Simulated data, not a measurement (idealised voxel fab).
Presented below is a process module, voxel capacitor over wiring.
In the cross-section labelled cut, the width is 235 nm and each square cell is 5 nm.
Cross-section spec: square-cell grid; bands listed top down; each band is one or more rows.
Heads up on the band format: heights come first, top then bottom, in nm. After that it's the materials left to right, each with its width in nm. A single material flagged "all across" fills the whole band edge to edge, and "blank" means there's empty space there.
Height is counted from the level 0, under which the received wafer is composed throughout of one material. The lowest of the bands is not closed at the bottom but continues downward, in the notation "from 0 down".
When a width is written as two numbers, as in "30..40", the first number is the width in the top row of cells of the band and the second is the width in its bottom row, and the width changes by the same amount from each row to the next.
The cross-section has no changed cell in any step marked "no alteration".
Basically, "Voids, enclosed" tells you about the enclosed voids: empty spaces with no open way to the top, 8 cells or bigger, each written width x height at distance, where distance is from the left edge, all in nm.
If you see something after the settings on a step's line, that's the simulator's own remark about that step.
"overlay nm" answers the question of how far to the right of plan the mask lay on a step that has a mask, and when it is negative the answer is to the left.
Listed below are the process steps as planned:
1: RECEIVE,material Si
2: CONFORMAL_DEP,material SiO2,thk nm 10
3: DIRECTIONAL_DEP,material TiN,thk nm 5
4: DIRECTIONAL_DEP,material Ru,thk nm 25
5: DIRECTIONAL_DEP,material aC,thk nm 10
6: PATTERN,tone cover,mask id METAL_1,material resist,width nm 30,pitch nm 85,thk nm 30,overlay nm 0
7: DIRECTIONAL_ETCH,etch materials aC,depth nm 10
8: STRIP,etch materials resist
9: DIRECTIONAL_ETCH,etch materials Ru,depth nm 25
10: DIRECTIONAL_ETCH,etch materials TiN,depth nm 5
11: STRIP,etch materials aC
12: CONFORMAL_DEP,material SiCN,thk nm 5
13: FILL_DEP,material lowk,thk nm 5
14: CMP,height nm 40
15: CONFORMAL_DEP,material SiCN,thk nm 5
16: DIRECTIONAL_DEP,material SiO2,thk nm 10
17: MASKED_ETCH,tone open,mask id PLUG_1,width nm 15,etch materials SiO2,depth nm 10,overlay nm 0
18: MASKED_ETCH,tone open,mask id PLUG_1,width nm 15,etch materials SiCN,depth nm 5,overlay nm 0
19: EPI,material Ru,thk nm 10
20: EPI,material Ru,thk nm 5
21: DIRECTIONAL_DEP,material TiN,thk nm 10
22: DIRECTIONAL_DEP,material Al2O3,thk nm 5
23: DIRECTIONAL_DEP,material TiN,thk nm 5
24: DIRECTIONAL_DEP,material aC,thk nm 10
25: PATTERN,tone cover,mask id UPPER_PLATE,material resist,width nm 60,thk nm 30,overlay nm 0
26: DIRECTIONAL_ETCH,etch materials aC,depth nm 10
27: STRIP,etch materials resist
28: DIRECTIONAL_ETCH,etch materials TiN,depth nm 5
29: DIRECTIONAL_ETCH,etch materials Al2O3,depth nm 5
30: STRIP,etch materials aC
31: MASKED_ETCH,tone cover,mask id LOWER_PLATE,width nm 70,etch materials TiN,depth nm 10,overlay nm 0
32: FILL_DEP,material SiO2,thk nm 20
33: CMP,height nm 90
34: DIRECTIONAL_DEP,material aC,thk nm 15
35: PATTERN,tone open,mask id PLUG_2,material resist,width nm 15,thk nm 30,overlay nm 0
36: DIRECTIONAL_ETCH,etch materials aC,depth nm 15
37: STRIP,etch materials resist
38: DIRECTIONAL_ETCH,etch materials SiO2,depth nm 15
39: STRIP,etch materials aC
40: CONFORMAL_DEP,material TiN,thk nm 5
41: FILL_DEP,material W,thk nm 5
42: CMP,height nm 90
43: CONFORMAL_DEP,material SiCN,thk nm 5
This is the cross-section of the wafer as we received it, i.e. after step 1:
from 0 down | Si all across
Voids, enclosed: none
Same starting wafer, same plan as above, one mistake in the execution; this is the cross-section at the end of the module:
from 95 to 90 | SiCN all across
from 90 to 80 | SiO2 85..75, TiN 15..25, SiO2 135
from 80 to 75 | SiO2 75, Al2O3 25, SiO2 135
from 75 to 70 | SiO2 70, TiN 65, SiO2 100
from 70 to 65 | SiO2 70, TiN 30, Al2O3 35, SiO2 100
from 65 to 55 | SiO2 65, Ru 35, TiN 40, SiO2 95
from 55 to 45 | SiO2 75, Ru 15, SiO2 145
from 45 to 40 | SiCN 75, Ru 15, SiCN 145
from 40 to 15 | lowk 55, SiCN 5, Ru 30, SiCN 5, lowk 45, SiCN 5, Ru 30, SiCN 5, lowk 55
from 15 to 10 | SiCN 60, TiN 30, SiCN 55, TiN 30, SiCN 60
from 10 to 0 | SiO2 all across
from 0 down | Si all across
Voids, enclosed: none
Which mistake was made when the wafer was run? plan step 19 was twice executed
